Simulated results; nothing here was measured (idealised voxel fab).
process module | voxel plated lines
cross-section cut | 295 nm wide | cells 5 nm
A cross-section is a grid of square cells, given in bands from the top down. A band is one or more rows of cells.
Each band's line starts with the height of the band's top and of its bottom, in nm. Then come its materials from left to right, each with its width in nm. One material with "throughout" fills the band from edge to edge. "air" is empty space.
Height 0 is the level under which the wafer as received is all one material. The lowest band goes on downwards, as in "0 down".
A width such as "30 to 40" changes by the same amount from each row of cells to the next, from the band's top row to its bottom row.
"no change" after a step means that no cell of the cross-section changed.
closed voids: empty space of 8 cells or more with no open way to the top, each as width x height at its distance from the left edge, in nm
after a step's settings: what the simulator itself notes on the step
overlay nm, on a step with a mask: how far to the right of its planned place the mask lay; to the left if negative
plan
1 op RECEIVE | material Si
2 op CONFORMAL_DEP | material Al2O3 | thk nm 15
3 op DIRECTIONAL_DEP | material TiN | thk nm 5
4 op PATTERN | tone open | mask id LINES | material resist | width nm 30 | pitch nm 55 | thk nm 20 | overlay nm -15
5 op EPI | material Ru | thk nm 5
6 op STRIP | etch materials resist
7 op DIRECTIONAL_ETCH | etch materials TiN | depth nm 5
8 op CONFORMAL_DEP | material SiN | thk nm 10
varied across the wafers: overlay nm of step 4. The plan shows the first wafer's value. All wafers start alike
first wafer as received, after step 1
  0 down: Si throughout
  closed voids: none
first wafer at the end, after step 8
  35 to 25: air 80 | SiN 50 | air 5 | SiN 50 | air 110
  25 to 20: SiN 90 | Ru 30 | SiN 25 | Ru 30 | SiN 120
  20 to 15: SiN 90 | TiN 30 | SiN 25 | TiN 30 | SiN 120
  15 to 0: Al2O3 throughout
  0 down: Si throughout
  closed voids: none
last wafer at the end
  35 to 25: air 110 | SiN 50 | air 5 | SiN 50 | air 80
  25 to 20: SiN 120 | Ru 30 | SiN 25 | Ru 30 | SiN 90
  20 to 15: SiN 120 | TiN 30 | SiN 25 | TiN 30 | SiN 90
  15 to 0: Al2O3 throughout
  0 down: Si throughout
  closed voids: none
each wafer at the end: cells of each material gained (+) or lost (-) since it was received, then its closed voids
overlay nm -15 | +177 Al2O3 | +12 Ru | +134 SiN | +12 TiN | closed voids: none
overlay nm -10 | +177 Al2O3 | +12 Ru | +134 SiN | +12 TiN | closed voids: none
overlay nm -5 | +177 Al2O3 | +12 Ru | +134 SiN | +12 TiN | closed voids: none
overlay nm 0 | +177 Al2O3 | +12 Ru | +134 SiN | +12 TiN | closed voids: none
overlay nm 5 | +177 Al2O3 | +12 Ru | +134 SiN | +12 TiN | closed voids: none
overlay nm 10 | +177 Al2O3 | +12 Ru | +134 SiN | +12 TiN | closed voids: none
overlay nm 15 | +177 Al2O3 | +12 Ru | +134 SiN | +12 TiN | closed voids: none
